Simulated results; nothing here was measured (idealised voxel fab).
You're looking at the process module voxel ribs on slabs.
cross-section cut | 220 nm wide | cells 5 nm
For the purposes of this document, a cross-section shall be understood as a grid of square cells, specified as bands listed in top-to-bottom order, each band consisting of one or more rows of cells. Top height, bottom height, nm. Materials left to right, width each, nm. Single material + "edge to edge" = fills band edge to edge. "empty" = empty. Heights are measured from 0, the level below which the as-received wafer is all one material; the lowest band has no bottom and continues downward, written as in "0 nm and below". Per-row width for "30 to 40": begins at first number (top row of band), ends at second number (bottom row), increment between rows held constant. "identical to before", as given for a step, is the statement that not any cell of the cross-section underwent a change during that step. The entry titled "Fully enclosed voids" provides the empty spaces that have no open way to the top, restricted to those of 8 cells or more. Each is presented as width x height at distance, the distance being measured from the left edge, with all three in nm. If you see something after the settings on a step's line, that's the simulator's own remark about that step. "overlay nm" on a masked step: distance the mask lay right of its planned place, negative for left.

LISTED BELOW ARE THE PROCESS STEPS AS PLANNED
1: RECEIVE: material Si
2: DIRECTIONAL_DEP: material SiO2, thk nm 30
3: DIRECTIONAL_DEP: material polySi, thk nm 15
4: MASKED_ETCH: tone cover, mask id RIB, width nm 15, etch materials polySi, depth nm 10, overlay nm 0
5: MASKED_ETCH: tone cover, mask id SLAB, width nm 65, etch materials polySi, depth nm 5, overlay nm 0
6: FILL_DEP: material SiO2, thk nm 25
7: CMP: height nm 65
8: DIRECTIONAL_DEP: material TiN, thk nm 10
9: PATTERN: tone cover, mask id HEATER, material resist, width nm 25, thk nm 20, overlay nm 0
10: DIRECTIONAL_ETCH: etch materials TiN, depth nm 10
11: STRIP: etch materials resist
12: CONFORMAL_DEP: material SiO2, thk nm 5

CROSS-SECTION OF THE WAFER UPON ARRIVAL, REPRESENTING THE STATE REACHED AFTER STEP 1
* 0 nm and below: Si edge to edge
* Fully enclosed voids: none

CROSS-SECTIONAL IMAGE OF THE FIRST OF TWO WAFERS AT THE END OF THE MODULE, THE RUN HAVING PROCEEDED AS PLANNED
* 80 nm to 75 nm: 90 empty, then 35 SiO2, then 95 empty
* 75 nm to 70 nm: 90 empty, then 5 SiO2, then 25 TiN, then 5 SiO2, then 95 empty
* 70 nm to 65 nm: 95 SiO2, then 25 TiN, then 100 SiO2
* 65 nm to 45 nm: SiO2 edge to edge
* 45 nm to 35 nm: 100 SiO2, then 15 polySi, then 105 SiO2
* 35 nm to 30 nm: 75 SiO2, then 65 polySi, then 80 SiO2
* 30 nm to 0 nm: SiO2 edge to edge
* 0 nm and below: Si edge to edge
* Fully enclosed voids: none

CROSS-SECTION, WAFER TWO OF TWO, END OF MODULE: SAME START AND PLAN AS WAFER ONE, ONE ERROR IN EXECUTION
* 80 nm to 75 nm: 100 SiO2, then 15 empty, then 105 SiO2
* 75 nm to 70 nm: 95 TiN, then 5 SiO2, then 15 empty, then 5 SiO2, then 100 TiN
* 70 nm to 65 nm: 95 TiN, then 25 SiO2, then 100 TiN
* 65 nm to 45 nm: SiO2 edge to edge
* 45 nm to 35 nm: 100 SiO2, then 15 polySi, then 105 SiO2
* 35 nm to 30 nm: 75 SiO2, then 65 polySi, then 80 SiO2
* 30 nm to 0 nm: SiO2 edge to edge
* 0 nm and below: Si edge to edge
* Fully enclosed voids: none
What broke from the plan during processing? rather than as planned, step 9 actually ran as PATTERN: tone open, mask id HEATER, material resist, width nm 25, thk nm 20, overlay nm 0
Cell-count delta at end, second wafer over first, by material: 68 more of TiN
